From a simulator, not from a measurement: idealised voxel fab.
process module | voxel gate over fins
cross-section cut | 300 nm wide | cells 5 nm
A cross-section is a grid of square cells, given in bands from the top down. A band is one or more rows of cells.
Each band's line starts with the height of the band's top and of its bottom, in nm. Then come its materials from left to right, each with its width in nm. One material with "throughout" fills the band from edge to edge. "air" is empty space.
Height 0 is the level under which the wafer as received is all one material. The lowest band goes on downwards, as in "0 down".
A width such as "30 to 40" changes by the same amount from each row of cells to the next, from the band's top row to its bottom row.
"no change" after a step means that no cell of the cross-section changed.
closed voids: empty space of 8 cells or more with no open way to the top, each as width x height at its distance from the left edge, in nm
after a step's settings: what the simulator itself notes on the step
overlay nm, on a step with a mask: how far to the right of its planned place the mask lay; to the left if negative
plan
1 op RECEIVE | material Si
2 op CONFORMAL_DEP | material SiN | thk nm 5
3 op DIRECTIONAL_DEP | material aC | thk nm 10
4 op PATTERN | tone cover | mask id FINS | material resist | width nm 15 | pitch nm 50 | thk nm 25 | overlay nm 0
5 op DIRECTIONAL_ETCH | etch materials aC | depth nm 10
6 op STRIP | etch materials resist
7 op DIRECTIONAL_ETCH | etch materials SiN | depth nm 5
8 op DIRECTIONAL_ETCH | etch materials Si | depth nm 40
9 op STRIP | etch materials aC
10 op OXIDIZE | depth nm 5
11 op FILL_DEP | material SiO2 | thk nm 15
12 op CMP | height nm 5
13 op PATTERN | tone open | mask id RAIL | material resist | width nm 15 | thk nm 20 | overlay nm 0
14 op DIRECTIONAL_ETCH | etch materials SiO2 | depth nm 40
15 op STRIP | etch materials resist
16 op CONFORMAL_DEP | material TiN | thk nm 5
17 op FILL_DEP | material W | thk nm 5
18 op CMP | height nm 5
19 op SELECTIVE_ETCH | etch materials W Ru TiN | depth nm 30
20 op FILL_DEP | material SiO2 | thk nm 5
21 op CMP | height nm 5
22 op SELECTIVE_ETCH | etch materials SiO2 | depth nm 20
23 op STRIP | etch materials SiN
24 op CONFORMAL_DEP | material HfO2 | thk nm 5
25 op CONFORMAL_DEP | material TiN | thk nm 5
26 op CONFORMAL_DEP | material TiAl | thk nm 5
27 op CONFORMAL_DEP | material TiN | thk nm 5
28 op FILL_DEP | material W | thk nm 10
29 op CMP | height nm 25
30 op CONFORMAL_DEP | material SiCN | thk nm 5
as received, after step 1
  0 down: Si throughout
  closed voids: none
a wafer at the end: this start, this plan, one mistake
  30 to 25: SiCN throughout
  25 to 20: W throughout
  20 to 10: W 75 | TiN 45 | W 5 | TiN 45 | W 5 | TiN 45 | W 80
  10 to 5: W 75 | TiN 10 | TiAl 25 | TiN 10 | W 5 | TiN 10 | TiAl 25 | TiN 10 | W 5 | TiN 10 | TiAl 25 | TiN 10 | W 80
  5 to 0: TiN 85 | TiAl 5 | HfO2 15 | TiAl 5 | TiN 25 | TiAl 5 | HfO2 15 | TiAl 5 | TiN 25 | TiAl 5 | HfO2 15 | TiAl 5 | TiN 90
  0 to -5: TiN 85 | TiAl 5 | HfO2 5 | Si 5 | HfO2 5 | TiAl 5 | TiN 25 | TiAl 5 | HfO2 5 | Si 5 | HfO2 5 | TiAl 5 | TiN 25 | TiAl 5 | HfO2 5 | Si 5 | HfO2 5 | TiAl 5 | TiN 90
  -5 to -10: TiAl 90 | HfO2 5 | Si 5 | HfO2 5 | TiAl 35 | HfO2 5 | Si 5 | HfO2 5 | TiAl 35 | HfO2 5 | Si 5 | HfO2 5 | TiAl 95
  -10 to -15: HfO2 95 | Si 5 | HfO2 45 | Si 5 | HfO2 45 | Si 5 | HfO2 100
  -15 to -25: SiO2 95 | Si 5 | SiO2 45 | Si 5 | SiO2 45 | Si 5 | SiO2 100
  -25 to -30: SiO2 95 | Si 5 | SiO2 15 | TiN 5 | W 5 | TiN 5 | SiO2 15 | Si 5 | SiO2 45 | Si 5 | SiO2 100
  -30 to -35: SiO2 95 | Si 5 | SiO2 15 | TiN 15 | SiO2 15 | Si 5 | SiO2 45 | Si 5 | SiO2 100
  -35 to -45: SiO2 95 | Si 5 | SiO2 45 | Si 5 | SiO2 45 | Si 5 | SiO2 100
  -45 down: Si throughout
  closed voids: none
what went wrong: steps 25 and 26 were swapped
